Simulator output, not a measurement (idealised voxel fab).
The process module presented herein is designated voxel self aligned vias.
Section cut is 160 nm wide and gridded with 5 nm square cells.
In what follows, cross-sections appear as grids of square cells, described through bands that run from the top down, where every band is one or more rows of cells. Each band's line starts with the height of the band's top and of its bottom, in nm. Then come its materials from left to right, each with its width in nm. One material with "all across" fills the band from edge to edge. "blank" is empty space. Heights are expressed relative to 0, this being the level below which the as-received wafer comprises one material exclusively. The lowest band is unbounded in the downward direction and is denoted as in "0 and below". It should be noted that a width expressed as "30 to 40" varies in equal increments from row to row of cells within the band, taking the value of the first number at the top row and that of the second number at the bottom row. The designation "nothing was modified", where it is given for a processing step, indicates that no cell of the cross-section was altered in the course of that step. The entry titled "Voids lacking openings" provides the empty spaces that have no open way to the top, restricted to those of 8 cells or more. Each is presented as width x height at distance, the distance being measured from the left edge, with all three in nm. Heads up: the bit after the settings on a step's line is the simulator's remark on that step. Among the settings permitted on a step's line is "overlay nm"; applied to a step with a mask, it specifies the extent to which the mask lay to the right of its planned position, whereas a negative figure signifies a position to the left.

# Process steps (planned)
1. op RECEIVE | material Si
2. op CONFORMAL_DEP | material SiO2 | thk nm 15
3. op CONFORMAL_DEP | material SiCN | thk nm 5
4. op DIRECTIONAL_DEP | material lowk | thk nm 20
5. op MASKED_ETCH | tone open | mask id LINES | width nm 20 | pitch nm 45 | etch materials lowk | depth nm 20 | overlay nm 0
6. op CONFORMAL_DEP | material TiN | thk nm 5
7. op FILL_DEP | material W | thk nm 5
8. op CMP | height nm 40
9. op SELECTIVE_ETCH | etch materials W Ru TiN | depth nm 10
10. op FILL_DEP | material SiN | thk nm 5
11. op CMP | height nm 40
12. op DIRECTIONAL_DEP | material lowk | thk nm 15
13. op PATTERN | tone open | mask id VIAS | material resist | width nm 30 | pitch nm 45 | thk nm 20 | overlay nm 0
14. op DIRECTIONAL_ETCH | etch materials lowk | depth nm 15
15. op DIRECTIONAL_ETCH | etch materials SiN | depth nm 10
16. op STRIP | etch materials resist
17. op CONFORMAL_DEP | material TiN | thk nm 5
18. op FILL_DEP | material Ru | thk nm 5
19. op CMP | height nm 55
20. op CONFORMAL_DEP | material SiN | thk nm 5

# Of two wafers, the first: run according to plan

# As-received state of the wafer in cross-section, equivalent to post-step 1
> 0 and below  Si all across
> Voids lacking openings: none

# The wafer, seen in cross-section, after step 2
> 15 down to 0  SiO2 all across
> Rest of section, below 0: as before.

# The wafer, seen in cross-section, after step 3
> 20 down to 15  SiCN all across
> Rest of section, below 15: as before.

# The wafer, seen in cross-section, after step 4
> 40 down to 20  lowk all across
> Rest of section, below 20: as before.

# The wafer, seen in cross-section, after step 5
> 40 down to 20  lowk=45  blank=20  lowk=25  blank=20  lowk=50
> Rest of section, below 20: as before.

# The wafer, seen in cross-section, after step 6
> 45 down to 40  TiN=50  blank=10  TiN=35  blank=10  TiN=55
> 40 down to 25  lowk=45  TiN=5  blank=10  TiN=5  lowk=25  TiN=5  blank=10  TiN=5  lowk=50
> 25 down to 20  lowk=45  TiN=20  lowk=25  TiN=20  lowk=50
> Rest of section, below 20: as before.

# The wafer, seen in cross-section, after step 7
> 50 down to 45  W all across
> 45 down to 40  TiN=50  W=10  TiN=35  W=10  TiN=55
> 40 down to 25  lowk=45  TiN=5  W=10  TiN=5  lowk=25  TiN=5  W=10  TiN=5  lowk=50
> Rest of section, below 25: as before.

# The wafer, seen in cross-section, after step 8
> 40 down to 25  lowk=45  TiN=5  W=10  TiN=5  lowk=25  TiN=5  W=10  TiN=5  lowk=50
> Rest of section, below 25: as before.

# The wafer, seen in cross-section, after step 9
> 40 down to 30  lowk=45  blank=20  lowk=25  blank=20  lowk=50
> Rest of section, below 30: as before.

# The wafer, seen in cross-section, after step 10
> 45 down to 40  SiN all across
> 40 down to 30  lowk=45  SiN=20  lowk=25  SiN=20  lowk=50
> Rest of section, below 30: as before.

# The wafer, seen in cross-section, after step 11
> 40 down to 30  lowk=45  SiN=20  lowk=25  SiN=20  lowk=50
> Rest of section, below 30: as before.

# The wafer, seen in cross-section, after step 12
> 55 down to 40  lowk all across
> Rest of section, below 40: as before.

# The wafer, seen in cross-section, after step 13
> 75 down to 55  resist=40  blank=30  resist=15  blank=30  resist=45
> Rest of section, below 55: as before.

# The wafer, seen in cross-section, after step 14
> 75 down to 55  resist=40  blank=30  resist=15  blank=30  resist=45
> 55 down to 40  lowk=40  blank=30  lowk=15  blank=30  lowk=45
> Rest of section, below 40: as before.

# The wafer, seen in cross-section, after step 15
> 75 down to 55  resist=40  blank=30  resist=15  blank=30  resist=45
> 55 down to 40  lowk=40  blank=30  lowk=15  blank=30  lowk=45
> 40 down to 30  lowk=45  blank=20  lowk=25  blank=20  lowk=50
> Rest of section, below 30: as before.

# The wafer, seen in cross-section, after step 16
> 55 down to 40  lowk=40  blank=30  lowk=15  blank=30  lowk=45
> Rest of section, below 40: as before.

# The wafer, seen in cross-section, after step 17
> 60 down to 55  TiN=45  blank=20  TiN=25  blank=20  TiN=50
> 55 down to 45  lowk=40  TiN=5  blank=20  TiN=5  lowk=15  TiN=5  blank=20  TiN=5  lowk=45
> 45 down to 35  lowk=40 to 45  TiN=10 to 5  blank=10  TiN=10 to 5  lowk=15 to 25  TiN=10 to 5  blank=10  TiN=10 to 5  lowk=45 to 50
> 35 down to 30  lowk=45  TiN=20  lowk=25  TiN=20  lowk=50
> Rest of section, below 30: as before.

# The wafer, seen in cross-section, after step 18
> 65 down to 60  Ru all across
> 60 down to 55  TiN=45  Ru=20  TiN=25  Ru=20  TiN=50
> 55 down to 45  lowk=40  TiN=5  Ru=20  TiN=5  lowk=15  TiN=5  Ru=20  TiN=5  lowk=45
> 45 down to 35  lowk=40 to 45  TiN=10 to 5  Ru=10  TiN=10 to 5  lowk=15 to 25  TiN=10 to 5  Ru=10  TiN=10 to 5  lowk=45 to 50
> Rest of section, below 35: as before.

# The wafer, seen in cross-section, after step 19
> 55 down to 45  lowk=40  TiN=5  Ru=20  TiN=5  lowk=15  TiN=5  Ru=20  TiN=5  lowk=45
> Rest of section, below 45: as before.

# The wafer, seen in cross-section, after step 20
> 60 down to 55  SiN all across
> Rest of section, below 55: as before.

# Notes, second wafer: start = first wafer's, plan = first wafer's, execution had one mistake; history identical to first through step 2

# Look at the second wafer in cross-section at the time step 3 ought to have finished
> 35 down to 15  lowk all across
> Rest of section, below 15: as before.

# Look at the second wafer in cross-section at the time step 4 ought to have finished
> 40 down to 35  SiCN all across
> Rest of section, below 35: as before.

Look at the second wafer in cross-section at the time step 5 ought to have finished: nothing was modified

# Look at the second wafer in cross-section at the time step 6 ought to have finished
> 45 down to 40  TiN all across
> Rest of section, below 40: as before.

# Look at the second wafer in cross-section at the time step 7 ought to have finished
> 50 down to 45  W all across
> Rest of section, below 45: as before.

# Look at the second wafer in cross-section at the time step 8 ought to have finished
> 40 down to 35  SiCN all across
> Rest of section, below 35: as before.

Look at the second wafer in cross-section at the time step 9 ought to have finished: nothing was modified

# Look at the second wafer in cross-section at the time step 10 ought to have finished
> 45 down to 40  SiN all across
> Rest of section, below 40: as before.

# Look at the second wafer in cross-section at the time step 11 ought to have finished
> 40 down to 35  SiCN all across
> Rest of section, below 35: as before.

# Look at the second wafer in cross-section at the time step 12 ought to have finished
> 55 down to 40  lowk all across
> Rest of section, below 40: as before.

# Look at the second wafer in cross-section at the time step 13 ought to have finished
> 75 down to 55  resist=40  blank=30  resist=15  blank=30  resist=45
> Rest of section, below 55: as before.

# Look at the second wafer in cross-section at the time step 14 ought to have finished
> 75 down to 55  resist=40  blank=30  resist=15  blank=30  resist=45
> 55 down to 40  lowk=40  blank=30  lowk=15  blank=30  lowk=45
> Rest of section, below 40: as before.

Look at the second wafer in cross-section at the time step 15 ought to have finished: nothing was modified

# Look at the second wafer in cross-section at the time step 16 ought to have finished
> 55 down to 40  lowk=40  blank=30  lowk=15  blank=30  lowk=45
> Rest of section, below 40: as before.

# Look at the second wafer in cross-section at the time step 17 ought to have finished
> 60 down to 55  TiN=45  blank=20  TiN=25  blank=20  TiN=50
> 55 down to 45  lowk=40  TiN=5  blank=20  TiN=5  lowk=15  TiN=5  blank=20  TiN=5  lowk=45
> 45 down to 40  lowk=40  TiN=30  lowk=15  TiN=30  lowk=45
> Rest of section, below 40: as before.

# Look at the second wafer in cross-section at the time step 18 ought to have finished
> 65 down to 60  Ru all across
> 60 down to 55  TiN=45  Ru=20  TiN=25  Ru=20  TiN=50
> 55 down to 45  lowk=40  TiN=5  Ru=20  TiN=5  lowk=15  TiN=5  Ru=20  TiN=5  lowk=45
> Rest of section, below 45: as before.

# Look at the second wafer in cross-section at the time step 19 ought to have finished
> 55 down to 45  lowk=40  TiN=5  Ru=20  TiN=5  lowk=15  TiN=5  Ru=20  TiN=5  lowk=45
> Rest of section, below 45: as before.

# Look at the second wafer in cross-section at the time step 20 ought to have finished
> 60 down to 55  SiN all across
> Rest of section, below 55: as before.
Finding, execution versus plan: so 3 and 4 got swapped relative to the plan, each ran where the other was supposed to
Looking at both finished wafers in cells, the second ends up ahead of or behind the first on some materials: Ru: 8 fewer | TiN: 20 fewer | W: 4 fewer | lowk: 32 more
